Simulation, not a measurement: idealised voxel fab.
process module | voxel transistor to metal
cross-section cut | 175 nm wide | cells 5 nm
A cross-section is a grid of square cells, given in bands from the top down. A band is one or more rows of cells.
Each band's line starts with the height of the band's top and of its bottom, in nm. Then come its materials from left to right, each with its width in nm. One material with "throughout" fills the band from edge to edge. "air" is empty space.
Height 0 is the level under which the wafer as received is all one material. The lowest band goes on downwards, as in "0 down".
A width such as "30 to 40" changes by the same amount from each row of cells to the next, from the band's top row to its bottom row.
"no change" after a step means that no cell of the cross-section changed.
closed voids: empty space of 8 cells or more with no open way to the top, each as width x height at its distance from the left edge, in nm
after a step's settings: what the simulator itself notes on the step
overlay nm, on a step with a mask: how far to the right of its planned place the mask lay; to the left if negative
plan
1 op RECEIVE | material Si
2 op OXIDIZE | depth nm 5
3 op CONFORMAL_DEP | material SiN | thk nm 15
4 op PATTERN | tone cover | mask id ACTIVE | material resist | width nm 105 | thk nm 15 | overlay nm 0
5 op DIRECTIONAL_ETCH | etch materials SiN | depth nm 15
6 op DIRECTIONAL_ETCH | etch materials SiO2 | depth nm 5
7 op DIRECTIONAL_ETCH | etch materials Si | depth nm 30
8 op STRIP | etch materials resist
9 op OXIDIZE | depth nm 5
10 op FILL_DEP | material SiO2 | thk nm 15
11 op CMP | height nm 15
12 op SELECTIVE_ETCH | etch materials SiO2 | depth nm 5
13 op STRIP | etch materials SiN
14 op SELECTIVE_ETCH | etch materials SiO2 | depth nm 5
15 op OXIDIZE | depth nm 5
16 op DIRECTIONAL_DEP | material polySi | thk nm 30
17 op DIRECTIONAL_DEP | material SiCN | thk nm 10
18 op DIRECTIONAL_DEP | material aC | thk nm 10
19 op PATTERN | tone cover | mask id GATE | material resist | width nm 25 | thk nm 30 | overlay nm 0
20 op DIRECTIONAL_ETCH | etch materials aC | depth nm 10
21 op STRIP | etch materials resist
22 op DIRECTIONAL_ETCH | etch materials SiCN | depth nm 20
23 op DIRECTIONAL_ETCH | etch materials polySi | depth nm 40
24 op STRIP | etch materials aC
25 op CONFORMAL_DEP | material SiN | thk nm 10
26 op DIRECTIONAL_ETCH | etch materials SiN | depth nm 10
27 op DIRECTIONAL_ETCH | etch materials SiO2 | depth nm 5
28 op DIRECTIONAL_ETCH | etch materials Si | depth nm 10
29 op EPI | material SiGe | thk nm 10
30 op FILL_DEP | material SiO2 | thk nm 10
31 op CMP | height nm 25
32 op STRIP | etch materials polySi
33 op SELECTIVE_ETCH | etch materials SiO2 | depth nm 5
34 op CONFORMAL_DEP | material HfO2 | thk nm 5
35 op CONFORMAL_DEP | material TiN | thk nm 5
36 op FILL_DEP | material W | thk nm 5
37 op CMP | height nm 20
38 op DIRECTIONAL_DEP | material SiO2 | thk nm 15
39 op MASKED_ETCH | tone open | mask id CONTACT | width nm 20 | pitch nm 75 | etch materials SiO2 | depth nm 45 | overlay nm 0
40 op CONFORMAL_DEP | material TiN | thk nm 5
41 op FILL_DEP | material Ru | thk nm 5
42 op CMP | height nm 35
43 op DIRECTIONAL_DEP | material TiN | thk nm 5
44 op DIRECTIONAL_DEP | material W | thk nm 25
45 op DIRECTIONAL_DEP | material aC | thk nm 15
46 op PATTERN | tone cover | mask id METAL_1 | material resist | width nm 20 | pitch nm 75 | thk nm 35 | overlay nm 0
47 op DIRECTIONAL_ETCH | etch materials aC | depth nm 15
48 op STRIP | etch materials resist
49 op DIRECTIONAL_ETCH | etch materials W | depth nm 25
50 op DIRECTIONAL_ETCH | etch materials TiN | depth nm 5
51 op STRIP | etch materials aC
52 op FILL_DEP | material SiO2 | thk nm 5
53 op CMP | height nm 65
54 op CONFORMAL_DEP | material SiCN | thk nm 5
55 op DIRECTIONAL_DEP | material lowk | thk nm 30
56 op DIRECTIONAL_DEP | material aC | thk nm 15
57 op PATTERN | tone open | mask id METAL_2 | material resist | width nm 20 | pitch nm 75 | thk nm 30 | overlay nm 0
58 op DIRECTIONAL_ETCH | etch materials aC | depth nm 15
59 op STRIP | etch materials resist
60 op DIRECTIONAL_ETCH | etch materials lowk | depth nm 15
61 op STRIP | etch materials aC
62 op DIRECTIONAL_DEP | material aC | thk nm 15
63 op PATTERN | tone open | mask id METAL_2_HOLES | material resist | width nm 15 | pitch nm 75 | thk nm 30 | overlay nm 0
64 op DIRECTIONAL_ETCH | etch materials aC | depth nm 15
65 op STRIP | etch materials resist
66 op DIRECTIONAL_ETCH | etch materials lowk | depth nm 15
67 op DIRECTIONAL_ETCH | etch materials SiCN | depth nm 5
68 op STRIP | etch materials aC
69 op CONFORMAL_DEP | material TiN | thk nm 5
70 op FILL_DEP | material Cu | thk nm 5
71 op CMP | height nm 100
72 op CONFORMAL_DEP | material SiN | thk nm 5
as received, after step 1
  0 down: Si throughout
  closed voids: none
first wafer at the end, as planned
  105 to 100: SiN throughout
  100 to 90: lowk 40 | TiN 5 | Cu 10 | TiN 5 | lowk 55 | TiN 5 | Cu 10 | TiN 5 | lowk 40
  90 to 85: lowk 40 | TiN 5 | Cu 5 | TiN 10 | lowk 55 | TiN 5 | Cu 5 | TiN 10 | lowk 40
  85 to 70: lowk 40 | TiN 5 | Cu 5 | TiN 5 | lowk 60 | TiN 5 | Cu 5 | TiN 5 | lowk 45
  70 to 65: SiCN 40 | TiN 15 | SiCN 60 | TiN 15 | SiCN 45
  65 to 40: SiO2 40 | W 20 | SiO2 55 | W 20 | SiO2 40
  40 to 35: SiO2 40 | TiN 20 | SiO2 55 | TiN 20 | SiO2 40
  35 to 20: SiO2 40 | TiN 5 | Ru 10 | TiN 5 | SiO2 55 | TiN 5 | Ru 10 | TiN 5 | SiO2 40
  20 to 5: SiO2 40 | TiN 5 | Ru 10 | TiN 5 | SiO2 5 | SiN 10 | HfO2 5 | TiN 5 | W 5 | TiN 5 | HfO2 5 | SiN 10 | SiO2 5 | TiN 5 | Ru 10 | TiN 5 | SiO2 40
  5 to 0: SiO2 30 | SiN 10 | TiN 5 | Ru 5 | TiN 10 | SiO2 5 | SiN 10 | HfO2 5 | TiN 5 | W 5 | TiN 5 | HfO2 5 | SiN 10 | SiO2 5 | TiN 10 | Ru 5 | TiN 5 | SiN 10 | SiO2 30
  0 to -5: SiO2 30 | SiN 10 | TiN 5 | Ru 5 | TiN 5 | SiGe 10 | SiN 10 | HfO2 5 | TiN 15 | HfO2 5 | SiN 10 | SiGe 10 | TiN 5 | Ru 5 | TiN 5 | SiN 10 | SiO2 30
  -5 to -10: SiO2 40 | TiN 15 | SiGe 10 | SiO2 5 | HfO2 35 | SiO2 5 | SiGe 10 | TiN 15 | SiO2 40
  -10 to -20: SiO2 40 | SiGe 25 | Si 45 | SiGe 25 | SiO2 40
  -20 to -40: SiO2 40 | Si 95 | SiO2 40
  -40 down: Si throughout
  closed voids: none
second wafer at the end: like start, like plan, one mistake
  105 to 100: SiN throughout
  100 to 90: lowk 40 | TiN 5 | Cu 10 | TiN 5 | lowk 55 | TiN 5 | Cu 10 | TiN 5 | lowk 40
  90 to 85: lowk 40 | TiN 5 | Cu 5 | TiN 10 | lowk 55 | TiN 5 | Cu 5 | TiN 10 | lowk 40
  85 to 70: lowk 40 | TiN 5 | Cu 5 | TiN 5 | lowk 60 | TiN 5 | Cu 5 | TiN 5 | lowk 45
  70 to 65: SiCN 40 | TiN 15 | SiCN 60 | TiN 15 | SiCN 45
  65 to 40: SiO2 40 | W 20 | SiO2 55 | W 20 | SiO2 40
  40 to 35: SiO2 40 | TiN 20 | SiO2 55 | TiN 20 | SiO2 40
  35 to 25: Ru 35 | TiN 5 | SiO2 20 | TiN 5 | Ru 45 | TiN 5 | SiO2 20 | TiN 5 | Ru 35
  25 to 20: Ru 35 | TiN 5 | SiO2 20 | TiN 55 | SiO2 20 | TiN 5 | Ru 35
  20 to 10: Ru 35 | TiN 5 | SiO2 20 | TiN 5 | SiN 10 | HfO2 5 | TiN 5 | W 5 | TiN 5 | HfO2 5 | SiN 10 | TiN 5 | SiO2 20 | TiN 5 | Ru 35
  10 to 5: Ru 25 | TiN 15 | SiO2 20 | TiN 5 | SiN 10 | HfO2 5 | TiN 5 | W 5 | TiN 5 | HfO2 5 | SiN 10 | TiN 5 | SiO2 20 | TiN 15 | Ru 25
  5 to 0: Ru 25 | TiN 5 | SiN 10 | SiO2 20 | TiN 5 | SiN 10 | HfO2 5 | TiN 5 | W 5 | TiN 5 | HfO2 5 | SiN 10 | TiN 5 | SiO2 20 | SiN 10 | TiN 5 | Ru 25
  0 to -5: Ru 25 | TiN 5 | SiN 10 | SiO2 15 | SiGe 10 | SiN 10 | HfO2 5 | TiN 15 | HfO2 5 | SiN 10 | SiGe 10 | SiO2 15 | SiN 10 | TiN 5 | Ru 25
  -5 to -10: TiN 30 | SiO2 25 | SiGe 10 | SiO2 5 | HfO2 35 | SiO2 5 | SiGe 10 | SiO2 25 | TiN 30
  -10 to -20: SiO2 40 | SiGe 25 | Si 45 | SiGe 25 | SiO2 40
  -20 to -40: SiO2 40 | Si 95 | SiO2 40
  -40 down: Si throughout
  closed voids: none
what went wrong: step 39 ran as: op MASKED_ETCH | tone cover | mask id CONTACT | width nm 20 | pitch nm 75 | etch materials SiO2 | depth nm 45 | overlay nm 0
at the end the second wafer has, in cells: 90 more of Ru | 105 fewer of SiO2 | 15 more of TiN
